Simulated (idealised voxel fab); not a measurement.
Process module, titled voxel released beams
cross-section cut | 295 nm wide | cells 5 nm
The cross-sections in this document take the form of a grid made of square cells. They are written out as bands, in order from top to bottom. Each band consists of one or more rows of cells. Heads up on the band format: heights come first, top then bottom, in nm. After that it's the materials left to right, each with its width in nm. A single material flagged "edge to edge" fills the whole band edge to edge, and "empty" means there's empty space there. Heights are reckoned from 0. Under this level, the received wafer is all of one material. The bottommost band is open-ended downward, for example "0..down". Quick explanation for "30 to 40": the width changes in equal steps down the rows of cells, from the first number in the band's top row to the second number in its bottom row. Basically "nothing was modified" means that step didn't change any cell in the cross-section. In "closed voids" the enclosed voids are listed, meaning empty spaces of 8 cells or larger without any opening to the top. The form is width x height at distance, distance from the left edge, units nm. Read whatever lies past the settings on a step's line as the simulator's own remark about the step. overlay nm: for a step with a mask, the amount by which the mask lay right of where it was planned; a negative amount means left of it.
The process steps that were planned are listed below
step 1: RECEIVE [material Si]
step 2: CONFORMAL_DEP [material SiN] [thk nm 5]
step 3: DIRECTIONAL_DEP [material SiO2] [thk nm 10]
step 4: PATTERN [tone open] [mask id ANCHOR] [material resist] [width nm 40] [thk nm 20] [overlay nm 0]
step 5: DIRECTIONAL_ETCH [etch materials SiO2] [depth nm 10]
step 6: STRIP [etch materials resist]
step 7: CONFORMAL_DEP [material TiN] [thk nm 15]
step 8: DIRECTIONAL_DEP [material aC] [thk nm 10]
step 9: PATTERN [tone cover] [mask id BEAM] [material resist] [width nm 120] [thk nm 25] [overlay nm 0]
step 10: DIRECTIONAL_ETCH [etch materials aC] [depth nm 10]
step 11: STRIP [etch materials resist]
step 12: DIRECTIONAL_ETCH [etch materials TiN] [depth nm 15]
step 13: STRIP [etch materials aC]
step 14: STRIP [etch materials SiO2]
As received (post step 1): cross-section
* 0..down: Si edge to edge
* closed voids: none
Cross-sectional view of the first of the two wafers upon completion of the module, processed in accordance with the plan
* 30..20: 85 empty | 20 TiN | 10 empty | 90 TiN | 90 empty
* 20..15: 85 empty | 120 TiN | 90 empty
* 15..5: 90 empty | 40 TiN | 165 empty
* 5..0: SiN edge to edge
* 0..down: Si edge to edge
* closed voids: none
The second wafer, shown in cross-section after the module: started the same way as the first and given the same plan, yet one mistake crept into how it was run
* 30..20: 85 empty | 20 TiN | 10 empty | 90 TiN | 90 empty
* 20..15: TiN edge to edge
* 15..5: 90 SiO2 | 40 TiN | 165 SiO2
* 5..0: SiN edge to edge
* 0..down: Si edge to edge
* closed voids: none
Short version of what went wrong: rather than as planned, step 12 actually ran as DIRECTIONAL_ETCH [etch materials TiN] [depth nm 10]
Final comparison by cell count, materials where the second wafer has more or fewer than the first: SiO2: 102 more, TiN: 35 more
